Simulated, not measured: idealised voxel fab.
This section sets out a process module, namely voxel self aligned contacts.
Displayed cross-section: cut, width of 175 nm, square cells sized 5 nm.
Square cells in a grid make up a cross-section in this document, and the grid is given as bands, listed from the top down, each one or more rows of cells.
Band entry format. Leading values: height of top, height of bottom, nm. Remainder: materials in left-to-right order, each with its width in nm. Special words: "everywhere" on a single material, which then fills the band edge to edge; "empty", empty space.
Beneath 0, the wafer as received is one material, and that level is where height counting begins. The lowest band goes on downward without a bottom; it is written like "0 and below".
Read "30 to 40" as a graded width: first number on top, second number at the bottom, same change between each pair of neighbouring rows.
The cross-section has no changed cell in any step marked "left unchanged".
This entry, "Internal closed voids", enumerates those empty regions of no fewer than 8 cells that possess no open connection to the top. Each region is reported in the form width x height at distance, the distance being taken from the left edge, with all three quantities expressed in nm.
The remark found on a step's line after its settings is issued by the simulator itself and pertains to that step.
A step line may carry the setting "overlay nm", which, for steps involving a mask, states the distance by which the mask lay to the right of its intended position; negative values denote displacement to the left.

PLAN
| 1 | RECEIVE | material Si |
| 2 | OXIDIZE | depth nm 5 |
| 3 | DIRECTIONAL_DEP | material polySi | thk nm 25 |
| 4 | DIRECTIONAL_DEP | material SiN | thk nm 20 |
| 5 | MASKED_ETCH | tone cover | mask id GATE | width nm 25 | pitch nm 65 | etch materials SiN | depth nm 20 | overlay nm 0 |
| 6 | MASKED_ETCH | tone cover | mask id GATE | width nm 25 | pitch nm 65 | etch materials polySi | depth nm 25 | overlay nm 0 |
| 7 | CONFORMAL_DEP | material SiN | thk nm 10 |
| 8 | DIRECTIONAL_ETCH | etch materials SiN | depth nm 10 |
| 9 | FILL_DEP | material SiO2 | thk nm 10 |
| 10 | CMP | height nm 50 |
| 11 | PATTERN | tone open | mask id CONTACT | material resist | width nm 50 | thk nm 15 | overlay nm 0 |
| 12 | DIRECTIONAL_ETCH | etch materials SiO2 | depth nm 55 |
| 13 | STRIP | etch materials resist |
| 14 | CONFORMAL_DEP | material TiN | thk nm 5 |
| 15 | FILL_DEP | material W | thk nm 10 |
| 16 | CMP | height nm 50 |
| 17 | CONFORMAL_DEP | material SiCN | thk nm 5 |

DELIVERED WAFER IN CROSS-SECTION: STATE AFTER STEP 1
	0 and below = Si everywhere
	Internal closed voids: none

POST-MODULE CROSS-SECTION: IDENTICAL START AND PLAN TO THOSE ABOVE, ONE MISSTEP IN EXECUTION
	55 down to 50 = SiCN everywhere
	50 down to 45 = 65 nm SiO2; 15 nm TiN; 10 nm W; 20 nm TiN; 65 nm SiO2
	45 down to 25 = 30 nm SiO2; 45 nm SiN; 5 nm TiN; 10 nm W; 5 nm TiN; 45 nm SiN; 35 nm SiO2
	25 down to 0 = 30 nm SiO2; 10 nm SiN; 25 nm polySi; 10 nm SiN; 5 nm TiN; 10 nm W; 5 nm TiN; 10 nm SiN; 25 nm polySi; 10 nm SiN; 35 nm SiO2
	0 down to -5 = 75 nm SiO2; 20 nm TiN; 80 nm SiO2
	-5 and below = Si everywhere
	Internal closed voids: none
It is concluded that the wafer was processed incorrectly with respect to the plan, in that step 11 was not run as planned; what actually ran was PATTERN | tone open | mask id CONTACT | material resist | width nm 45 | thk nm 15 | overlay nm 0
